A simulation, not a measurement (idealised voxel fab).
process module | voxel transistor to metal
cross-section cut | 285 nm wide | cells 5 nm
A cross-section is a grid of square cells, given in bands from the top down. A band is one or more rows of cells.
Each band's line starts with the height of the band's top and of its bottom, in nm. Then come its materials from left to right, each with its width in nm. One material with "throughout" fills the band from edge to edge. "air" is empty space.
Height 0 is the level under which the wafer as received is all one material. The lowest band goes on downwards, as in "0 down".
A width such as "30 to 40" changes by the same amount from each row of cells to the next, from the band's top row to its bottom row.
"no change" after a step means that no cell of the cross-section changed.
closed voids: empty space of 8 cells or more with no open way to the top, each as width x height at its distance from the left edge, in nm
after a step's settings: what the simulator itself notes on the step
overlay nm, on a step with a mask: how far to the right of its planned place the mask lay; to the left if negative
plan
1 op RECEIVE | material Si
2 op OXIDIZE | depth nm 5
3 op CONFORMAL_DEP | material SiN | thk nm 10
4 op DIRECTIONAL_DEP | material aC | thk nm 15
5 op PATTERN | tone cover | mask id ACTIVE | material resist | width nm 105 | pitch nm 130 | thk nm 30 | overlay nm 0
6 op DIRECTIONAL_ETCH | etch materials aC | depth nm 15
7 op STRIP | etch materials resist
8 op DIRECTIONAL_ETCH | etch materials SiN | depth nm 10
9 op DIRECTIONAL_ETCH | etch materials SiO2 | depth nm 5
10 op DIRECTIONAL_ETCH | etch materials Si | depth nm 20
11 op STRIP | etch materials aC
12 op FILL_DEP | material SiO2 | thk nm 5
13 op CMP | height nm 10
14 op SELECTIVE_ETCH | etch materials SiO2 | depth nm 10
15 op STRIP | etch materials SiN
16 op SELECTIVE_ETCH | etch materials SiO2 | depth nm 5
17 op OXIDIZE | depth nm 5
18 op DIRECTIONAL_DEP | material polySi | thk nm 20
19 op DIRECTIONAL_DEP | material SiCN | thk nm 10
20 op PATTERN | tone cover | mask id GATE | material resist | width nm 35 | pitch nm 130 | thk nm 15 | overlay nm 0
21 op DIRECTIONAL_ETCH | etch materials SiCN | depth nm 20
22 op DIRECTIONAL_ETCH | etch materials polySi | depth nm 30
23 op STRIP | etch materials resist
24 op CONFORMAL_DEP | material SiN | thk nm 10
25 op DIRECTIONAL_ETCH | etch materials SiN | depth nm 10
26 op DIRECTIONAL_ETCH | etch materials SiO2 | depth nm 5
27 op DIRECTIONAL_ETCH | etch materials Si | depth nm 10
28 op EPI | material pSi | thk nm 5
29 op FILL_DEP | material SiO2 | thk nm 5
30 op CMP | height nm 15
31 op STRIP | etch materials polySi
32 op SELECTIVE_ETCH | etch materials SiO2 | depth nm 5
33 op CONFORMAL_DEP | material HfO2 | thk nm 5
34 op CONFORMAL_DEP | material TiN | thk nm 5
35 op FILL_DEP | material W | thk nm 10
36 op CMP | height nm 10
37 op DIRECTIONAL_DEP | material SiO2 | thk nm 10
38 op MASKED_ETCH | tone open | mask id CONTACT | width nm 15 | etch materials SiO2 | depth nm 25 | overlay nm 0
39 op CONFORMAL_DEP | material TiN | thk nm 5
40 op FILL_DEP | material W | thk nm 10
41 op CMP | height nm 20
42 op DIRECTIONAL_DEP | material TiN | thk nm 5
43 op DIRECTIONAL_DEP | material W | thk nm 25
44 op PATTERN | tone cover | mask id METAL_1 | material resist | width nm 15 | thk nm 15 | overlay nm 0
45 op DIRECTIONAL_ETCH | etch materials W | depth nm 25
46 op DIRECTIONAL_ETCH | etch materials TiN | depth nm 5
47 op STRIP | etch materials resist
48 op CONFORMAL_DEP | material SiN | thk nm 5
49 op FILL_DEP | material lowk | thk nm 5
50 op CMP | height nm 50
51 op CONFORMAL_DEP | material SiCN | thk nm 5
52 op DIRECTIONAL_DEP | material lowk | thk nm 25
53 op DIRECTIONAL_DEP | material aC | thk nm 10
54 op PATTERN | tone open | mask id METAL_2 | material resist | width nm 15 | pitch nm 130 | thk nm 25 | overlay nm 0
55 op DIRECTIONAL_ETCH | etch materials aC | depth nm 10
56 op STRIP | etch materials resist
57 op DIRECTIONAL_ETCH | etch materials lowk | depth nm 15
58 op STRIP | etch materials aC
59 op DIRECTIONAL_DEP | material aC | thk nm 15
60 op PATTERN | tone open | mask id METAL_2_HOLES | material resist | width nm 15 | pitch nm 130 | thk nm 35 | overlay nm 0
61 op DIRECTIONAL_ETCH | etch materials aC | depth nm 15
62 op STRIP | etch materials resist
63 op DIRECTIONAL_ETCH | etch materials lowk | depth nm 10
64 op DIRECTIONAL_ETCH | etch materials SiCN | depth nm 5
65 op STRIP | etch materials aC
66 op CONFORMAL_DEP | material TiN | thk nm 5
67 op FILL_DEP | material Cu | thk nm 10
68 op CMP | height nm 80
69 op CONFORMAL_DEP | material SiCN | thk nm 5
varied across the wafers: thk nm of step 28. The plan shows the first wafer's value. All wafers start alike
first wafer as received, after step 1
  0 down: Si throughout
  closed voids: none
first wafer at the end, after step 69
  85 to 80: SiCN throughout
  80 to 55: lowk 30 | TiN 5 | Cu 5 | TiN 5 | lowk 115 | TiN 5 | Cu 5 | TiN 5 | lowk 110
  55 to 50: SiCN 30 | TiN 15 | SiCN 115 | TiN 15 | SiCN 110
  50 to 25: lowk 25 | SiN 5 | W 15 | SiN 5 | lowk 55 | SiN 5 | W 15 | SiN 5 | lowk 25 | SiN 5 | W 15 | SiN 5 | lowk 55 | SiN 5 | W 15 | SiN 5 | lowk 25
  25 to 20: SiN 30 | TiN 15 | SiN 65 | TiN 15 | SiN 35 | TiN 15 | SiN 65 | TiN 15 | SiN 30
  20 to 10: SiO2 30 | TiN 5 | W 5 | TiN 5 | SiO2 65 | TiN 5 | W 5 | TiN 5 | SiO2 35 | TiN 5 | W 5 | TiN 5 | SiO2 65 | TiN 5 | W 5 | TiN 5 | SiO2 30
  10 to 0: SiO2 30 | TiN 5 | W 5 | TiN 5 | SiO2 5 | SiN 10 | HfO2 5 | TiN 5 | W 15 | TiN 5 | HfO2 5 | SiN 10 | SiO2 5 | TiN 5 | W 5 | TiN 5 | SiO2 35 | TiN 5 | W 5 | TiN 5 | SiO2 5 | SiN 10 | HfO2 5 | TiN 5 | W 15 | TiN 5 | HfO2 5 | SiN 10 | SiO2 5 | TiN 5 | W 5 | TiN 5 | SiO2 30
  0 to -5: SiO2 30 | TiN 15 | SiO2 5 | SiN 10 | HfO2 5 | TiN 25 | HfO2 5 | SiN 10 | SiO2 5 | TiN 15 | SiO2 35 | TiN 15 | SiO2 5 | SiN 10 | HfO2 5 | TiN 25 | HfO2 5 | SiN 10 | SiO2 5 | TiN 15 | SiO2 30
  -5 to -10: SiO2 45 | pSi 5 | SiO2 5 | HfO2 45 | SiO2 5 | pSi 5 | SiO2 65 | pSi 5 | SiO2 5 | HfO2 45 | SiO2 5 | pSi 5 | SiO2 45
  -10 to -20: SiO2 45 to 25 | pSi 5 to 25 | Si 55 | pSi 5 to 25 | SiO2 65 to 25 | pSi 5 to 25 | Si 55 | pSi 5 to 25 | SiO2 45 to 25
  -20 to -25: SiO2 25 | Si 105 | SiO2 25 | Si 105 | SiO2 25
  -25 down: Si throughout
  closed voids: none
last wafer at the end
  85 to 80: SiCN throughout
  80 to 55: lowk 30 | TiN 5 | Cu 5 | TiN 5 | lowk 115 | TiN 5 | Cu 5 | TiN 5 | lowk 110
  55 to 50: SiCN 30 | TiN 15 | SiCN 115 | TiN 15 | SiCN 110
  50 to 25: lowk 25 | SiN 5 | W 15 | SiN 5 | lowk 55 | SiN 5 | W 15 | SiN 5 | lowk 25 | SiN 5 | W 15 | SiN 5 | lowk 55 | SiN 5 | W 15 | SiN 5 | lowk 25
  25 to 20: SiN 30 | TiN 15 | SiN 65 | TiN 15 | SiN 35 | TiN 15 | SiN 65 | TiN 15 | SiN 30
  20 to 15: SiO2 30 | TiN 5 | W 5 | TiN 5 | SiO2 65 | TiN 5 | W 5 | TiN 5 | SiO2 35 | TiN 5 | W 5 | TiN 5 | SiO2 65 | TiN 5 | W 5 | TiN 5 | SiO2 30
  15 to 10: SiO2 30 | TiN 15 | SiO2 65 | TiN 15 | SiO2 35 | TiN 15 | SiO2 65 | TiN 15 | SiO2 30
  10 to 0: SiO2 5 | pSi 45 | SiN 10 | HfO2 5 | TiN 5 | W 15 | TiN 5 | HfO2 5 | SiN 10 | pSi 75 | SiN 10 | HfO2 5 | TiN 5 | W 15 | TiN 5 | HfO2 5 | SiN 10 | pSi 45 | SiO2 5
  0 to -5: SiO2 5 | pSi 45 | SiN 10 | HfO2 5 | TiN 25 | HfO2 5 | SiN 10 | pSi 75 | SiN 10 | HfO2 5 | TiN 25 | HfO2 5 | SiN 10 | pSi 45 | SiO2 5
  -5 to -10: SiO2 5 | pSi 45 | SiO2 5 | HfO2 45 | SiO2 5 | pSi 75 | SiO2 5 | HfO2 45 | SiO2 5 | pSi 45 | SiO2 5
  -10 to -20: SiO2 25 | pSi 25 | Si 55 | pSi 25 | SiO2 25 | pSi 25 | Si 55 | pSi 25 | SiO2 25
  -20 to -25: SiO2 25 | Si 105 | SiO2 25 | Si 105 | SiO2 25
  -25 down: Si throughout
  closed voids: none
each wafer at the end: cells of each material gained (+) or lost (-) since it was received, then its closed voids
thk nm 5 | +10 Cu | +30 HfO2 | -199 Si | +108 SiCN | +109 SiN | +255 SiO2 | +100 TiN | +88 W | +440 lowk | +28 pSi | closed voids: none
thk nm 10 | +10 Cu | +30 HfO2 | -199 Si | +108 SiCN | +109 SiN | +231 SiO2 | +100 TiN | +84 W | +440 lowk | +56 pSi | closed voids: none
thk nm 15 | +10 Cu | +30 HfO2 | -199 Si | +108 SiCN | +109 SiN | +211 SiO2 | +92 TiN | +80 W | +440 lowk | +88 pSi | closed voids: none
thk nm 20 | +10 Cu | +30 HfO2 | -199 Si | +108 SiCN | +109 SiN | +191 SiO2 | +76 TiN | +76 W | +440 lowk | +128 pSi | closed voids: none
thk nm 25 | +10 Cu | +30 HfO2 | -199 Si | +108 SiCN | +109 SiN | +166 SiO2 | +76 TiN | +76 W | +440 lowk | +153 pSi | closed voids: none
thk nm 30 | +10 Cu | +30 HfO2 | -199 Si | +108 SiCN | +109 SiN | +147 SiO2 | +76 TiN | +76 W | +440 lowk | +172 pSi | closed voids: none
